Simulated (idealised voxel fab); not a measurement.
process module | voxel ribs on slabs
Section shown: cut. Width: 265 nm. Cell size: 5 nm, square.
Cross-section, as written here: a square-cell grid given band by band from the top down, where a band holds one or more rows of cells.
Each band's line starts with the height of the band's top and of its bottom, in nm. Then come its materials from left to right, each with its width in nm. One material with "all across" fills the band from edge to edge. "air" is empty space.
All heights in this document are referenced to 0, defined as the level beneath which the wafer, as received, consists entirely of one material. The lowest band is not bounded below; it extends indefinitely downward and is written in the form "0 nm and below".
The expression "30 to 40" gives the width at the extremes of the band, the first number at its top row of cells and the second at its bottom row, with the width changing by equal amounts from each row to the next in between.
When a step is marked "left unchanged", none of the cells in the cross-section changed during that step.
Closed-off voids of 8+ cells (no open route to the top) go in "Unvented internal voids", written width x height at distance from the left edge, in nm.
Text after the settings on a step's line: the simulator's own remark on that step.
The line of a step may include "overlay nm". On a step with a mask, this value is how far to the right of its planned place the mask lay. A negative value means the mask lay to the left.

## plan
1. RECEIVE,material Si
2. DIRECTIONAL_DEP,material SiO2,thk nm 20
3. DIRECTIONAL_DEP,material polySi,thk nm 15
4. PATTERN,tone cover,mask id RIB,material resist,width nm 30,thk nm 15,overlay nm 0
5. DIRECTIONAL_ETCH,etch materials polySi,depth nm 5
6. STRIP,etch materials resist
7. PATTERN,tone cover,mask id SLAB,material resist,width nm 80,thk nm 20,overlay nm 0
8. DIRECTIONAL_ETCH,etch materials polySi,depth nm 10
9. STRIP,etch materials resist
10. FILL_DEP,material SiO2,thk nm 20
11. CMP,height nm 50
12. DIRECTIONAL_DEP,material TiN,thk nm 5
13. DIRECTIONAL_DEP,material aC,thk nm 10
14. PATTERN,tone cover,mask id HEATER,material resist,width nm 40,thk nm 25,overlay nm 0
15. DIRECTIONAL_ETCH,etch materials aC,depth nm 10
16. STRIP,etch materials resist
17. DIRECTIONAL_ETCH,etch materials TiN,depth nm 5
18. STRIP,etch materials aC
19. CONFORMAL_DEP,material SiN,thk nm 5

## Cross-section of the wafer at receipt, which is the condition after step 1
0 nm and below: Si all across
Unvented internal voids: none

## Starting wafer: above. Plan: above. Run: one mistake. Cross-section after the module: below
60 nm to 55 nm: air 105, SiN 50, air 110
55 nm to 50 nm: SiN 110, TiN 40, SiN 115
50 nm to 35 nm: SiO2 all across
35 nm to 30 nm: SiO2 90, polySi 25, SiO2 30, polySi 25, SiO2 95
30 nm to 25 nm: SiO2 90, polySi 80, SiO2 95
25 nm to 20 nm: polySi all across
20 nm to 0 nm: SiO2 all across
0 nm and below: Si all across
Unvented internal voids: none
what went wrong: step 4 was not run as planned; what actually ran was PATTERN,tone open,mask id RIB,material resist,width nm 30,thk nm 15,overlay nm 0
